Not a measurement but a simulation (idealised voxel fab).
The document below concerns the process module designated voxel capacitor over wiring.
Pictured: cross-section cut, 210 nm wide, on a grid of 5 nm square cells.
Cross-section format: a grid of square cells, given as bands from top to bottom; each band is one or more rows of cells.
Top, bottom (nm), then materials left to right with widths (nm); lone material tagged "edge to edge" fills the whole band edge to edge; "air" = empty space.
It should be noted that heights are counted from 0, beneath which the wafer as supplied is of one material throughout, and that the lowest band possesses no lower boundary but continues downward, as written in "from 0 down".
Read "30->40" as a graded width: first number on top, second number at the bottom, same change between each pair of neighbouring rows.
"no alteration", as given for a step, is the statement that not any cell of the cross-section underwent a change during that step.
This entry, "Cavities, closed", enumerates those empty regions of no fewer than 8 cells that possess no open connection to the top. Each region is reported in the form width x height at distance, the distance being taken from the left edge, with all three quantities expressed in nm.
after a step's settings: what the simulator itself notes on the step
Each step line may optionally specify "overlay nm", which for a step with a mask gives the rightward distance between the mask's planned place and where it lay, a negative value indicating the leftward direction.

# Process steps (planned)
1) RECEIVE: material Si
2) CONFORMAL_DEP: material SiO2, thk nm 15
3) CONFORMAL_DEP: material SiCN, thk nm 5
4) DIRECTIONAL_DEP: material SiO2, thk nm 20
5) PATTERN: tone open, mask id METAL_1, material resist, width nm 20, pitch nm 80, thk nm 15, overlay nm 0
6) DIRECTIONAL_ETCH: etch materials SiO2, depth nm 20
7) DIRECTIONAL_ETCH: etch materials SiCN, depth nm 5
8) STRIP: etch materials resist
9) CONFORMAL_DEP: material TiN, thk nm 5
10) FILL_DEP: material W, thk nm 10
11) CMP: height nm 40
12) EPI: material Ru, thk nm 5
13) FILL_DEP: material SiCN, thk nm 5
14) DIRECTIONAL_DEP: material lowk, thk nm 15
15) MASKED_ETCH: tone open, mask id PLUG_1, width nm 15, etch materials lowk, depth nm 15, overlay nm 0
16) MASKED_ETCH: tone open, mask id PLUG_1, width nm 15, etch materials SiCN, depth nm 5, overlay nm 0
17) EPI: material Ru, thk nm 10
18) EPI: material Ru, thk nm 10
19) DIRECTIONAL_DEP: material TiN, thk nm 5
20) DIRECTIONAL_DEP: material HfO2, thk nm 5
21) DIRECTIONAL_DEP: material TiN, thk nm 5
22) PATTERN: tone cover, mask id UPPER_PLATE, material resist, width nm 55, thk nm 20, overlay nm 0
23) DIRECTIONAL_ETCH: etch materials TiN, depth nm 5
24) DIRECTIONAL_ETCH: etch materials HfO2, depth nm 5
25) STRIP: etch materials resist
26) MASKED_ETCH: tone cover, mask id LOWER_PLATE, width nm 75, etch materials TiN, depth nm 5, overlay nm 0
27) FILL_DEP: material SiO2, thk nm 20
28) CMP: height nm 95
29) PATTERN: tone open, mask id PLUG_2, material resist, width nm 15, thk nm 20, overlay nm 0
30) DIRECTIONAL_ETCH: etch materials SiO2, depth nm 15
31) STRIP: etch materials resist
32) CONFORMAL_DEP: material TiN, thk nm 5
33) FILL_DEP: material Cu, thk nm 10
34) CMP: height nm 95
35) CONFORMAL_DEP: material SiN, thk nm 5
What sets these wafers apart? The width nm at step 22. They all start alike, and the plan carries the first wafer's value.

# Cross-section of the first of several wafers on receipt, reflecting completion of step 1
    from 0 down: Si edge to edge
    Cavities, closed: none

# Quick look at the cross-section of the first of several wafers after step 35, which wraps up the module
    from 100 to 95: SiN edge to edge
    from 95 to 85: SiO2 (70); TiN (5); Cu (5); TiN (5); SiO2 (125)
    from 85 to 75: SiO2 (70->65); TiN (15->55); SiO2 (125->90)
    from 75 to 70: SiO2 (65); HfO2 (55); SiO2 (90)
    from 70 to 65: SiO2 (55); TiN (75); SiO2 (80)
    from 65 to 50: lowk (60); Ru (15); lowk (135)
    from 50 to 45: SiCN (60); Ru (15); SiCN (135)
    from 45 to 40: SiCN (50); Ru (30); SiCN (50); Ru (30); SiCN (50)
    from 40 to 20: SiO2 (55); TiN (5); W (10); TiN (5); SiO2 (60); TiN (5); W (10); TiN (5); SiO2 (55)
    from 20 to 15: SiCN (55); TiN (20); SiCN (60); TiN (20); SiCN (55)
    from 15 to 0: SiO2 edge to edge
    from 0 down: Si edge to edge
    Cavities, closed: none

# Showing the last wafer in cross-section at the end of the module
    from 100 to 95: SiN edge to edge
    from 95 to 85: SiO2 (70); TiN (5); Cu (5); TiN (5); SiO2 (125)
    from 85 to 75: SiO2 (70->55); TiN (15->75); SiO2 (125->80)
    from 75 to 70: SiO2 (55); HfO2 (80); SiO2 (75)
    from 70 to 65: SiO2 (55); TiN (80); SiO2 (75)
    from 65 to 50: lowk (60); Ru (15); lowk (135)
    from 50 to 45: SiCN (60); Ru (15); SiCN (135)
    from 45 to 40: SiCN (50); Ru (30); SiCN (50); Ru (30); SiCN (50)
    from 40 to 20: SiO2 (55); TiN (5); W (10); TiN (5); SiO2 (60); TiN (5); W (10); TiN (5); SiO2 (55)
    from 20 to 15: SiCN (55); TiN (20); SiCN (60); TiN (20); SiCN (55)
    from 15 to 0: SiO2 edge to edge
    from 0 down: Si edge to edge
    Cavities, closed: none

# What follows is a table in which each wafer occupies a row; for the wafer as it stands at the close of the module, the row states, material by material, how many cells have been gained (+) or lost (-) since receipt, and then gives its closed voids
width nm 55, +2 Cu, +11 HfO2, +24 Ru, +103 SiCN, +42 SiN, +468 SiO2, +57 TiN, +16 W, +117 lowk, Cavities, closed: none
width nm 60, +2 Cu, +12 HfO2, +24 Ru, +103 SiCN, +42 SiN, +466 SiO2, +58 TiN, +16 W, +117 lowk, Cavities, closed: none
width nm 65, +2 Cu, +13 HfO2, +24 Ru, +103 SiCN, +42 SiN, +464 SiO2, +59 TiN, +16 W, +117 lowk, Cavities, closed: none
width nm 70, +2 Cu, +14 HfO2, +24 Ru, +103 SiCN, +42 SiN, +462 SiO2, +60 TiN, +16 W, +117 lowk, Cavities, closed: none
width nm 75, +2 Cu, +15 HfO2, +24 Ru, +103 SiCN, +42 SiN, +460 SiO2, +61 TiN, +16 W, +117 lowk, Cavities, closed: none
width nm 80, +2 Cu, +16 HfO2, +24 Ru, +103 SiCN, +42 SiN, +458 SiO2, +62 TiN, +16 W, +117 lowk, Cavities, closed: none
